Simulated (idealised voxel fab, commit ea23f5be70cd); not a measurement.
Proc. module: voxel ribs on slabs
This is section cut - it's 225 nm across, gridded in 5 nm square cells.
Each cross-section below is a grid of square cells, stated as bands in top-down order, with one or more rows of cells making up each band. Per band: top height and bottom height in nm, followed by the left-to-right materials and their widths in nm; "everywhere" marks a single material spanning edge to edge, "air" marks empty space. For the purposes of this specification, 0 denotes the height below which the wafer in its as-received condition is composed wholly of one material, and the lowermost band, lacking a lower limit, extends downward without end, as expressed in "top 0, no bottom". A two-number width, for instance "30->40", indicates that the width is equal to the first number in the top row of the band and to the second number in the bottom row, and that it changes by a constant amount per row of cells. "remains unaltered" means the step left every cell of the cross-section as it was. Enclosed voids: empty space of 8 cells or more with no open way to the top, each as width x height at its distance from the left edge, in nm. Formally, on a step line, whatever follows the settings is a remark that the simulator itself makes on the step. A step's line can hold "overlay nm"; with a mask on that step, the setting says how far right of the planned place the mask lay, while a negative setting says it lay to the left.

**This section lists the process steps that were planned**
1) RECEIVE: material Si
2) DIRECTIONAL_DEP: material SiO2, thk nm 25
3) DIRECTIONAL_DEP: material SiN, thk nm 15
4) DIRECTIONAL_DEP: material aC, thk nm 15
5) PATTERN: tone cover, mask id RIB, material resist, width nm 15, thk nm 35, overlay nm 0
6) DIRECTIONAL_ETCH: etch materials aC, depth nm 15
7) STRIP: etch materials resist
8) DIRECTIONAL_ETCH: etch materials SiN, depth nm 10
9) STRIP: etch materials aC
10) MASKED_ETCH: tone cover, mask id SLAB, width nm 55, etch materials SiN, depth nm 5, overlay nm 0
11) FILL_DEP: material SiO2, thk nm 20
12) CMP: height nm 55
13) DIRECTIONAL_DEP: material TiN, thk nm 5
14) PATTERN: tone cover, mask id HEATER, material resist, width nm 25, thk nm 20, overlay nm 0
15) DIRECTIONAL_ETCH: etch materials TiN, depth nm 5
16) STRIP: etch materials resist
17) CONFORMAL_DEP: material SiN, thk nm 10

**As-received state of the wafer in cross-section, equivalent to post-step 1**
> top 0, no bottom: Si everywhere
> Enclosed voids: none

**Post-module cross-section of the first of two wafers (run per plan)**
> top 70, bottom 65: air 90, SiN 45, air 90
> top 65, bottom 60: SiN everywhere
> top 60, bottom 55: SiN 100, TiN 25, SiN 100
> top 55, bottom 40: SiO2 everywhere
> top 40, bottom 30: SiO2 105, SiN 15, SiO2 105
> top 30, bottom 25: SiO2 85, SiN 55, SiO2 85
> top 25, bottom 0: SiO2 everywhere
> top 0, no bottom: Si everywhere
> Enclosed voids: none

**Here is the second of the two wafers cut open at the end of the module - same start, same plan as the first one, but we made one mistake running it**
> top 70, bottom 65: air 90, SiN 45, air 90
> top 65, bottom 60: SiN everywhere
> top 60, bottom 55: SiN 100, TiN 25, SiN 100
> top 55, bottom 40: SiO2 everywhere
> top 40, bottom 30: SiO2 95, SiN 15, SiO2 115
> top 30, bottom 25: SiO2 85, SiN 55, SiO2 85
> top 25, bottom 0: SiO2 everywhere
> top 0, no bottom: Si everywhere
> Enclosed voids: none
Heads up, the wafer didn't run the way we planned it: step 5 changed vs plan, executed as PATTERN: tone cover, mask id RIB, material resist, width nm 15, thk nm 35, overlay nm -10
The concluding comparison shows that, measured in cells, each material is equally abundant on both wafers, albeit at different positions.
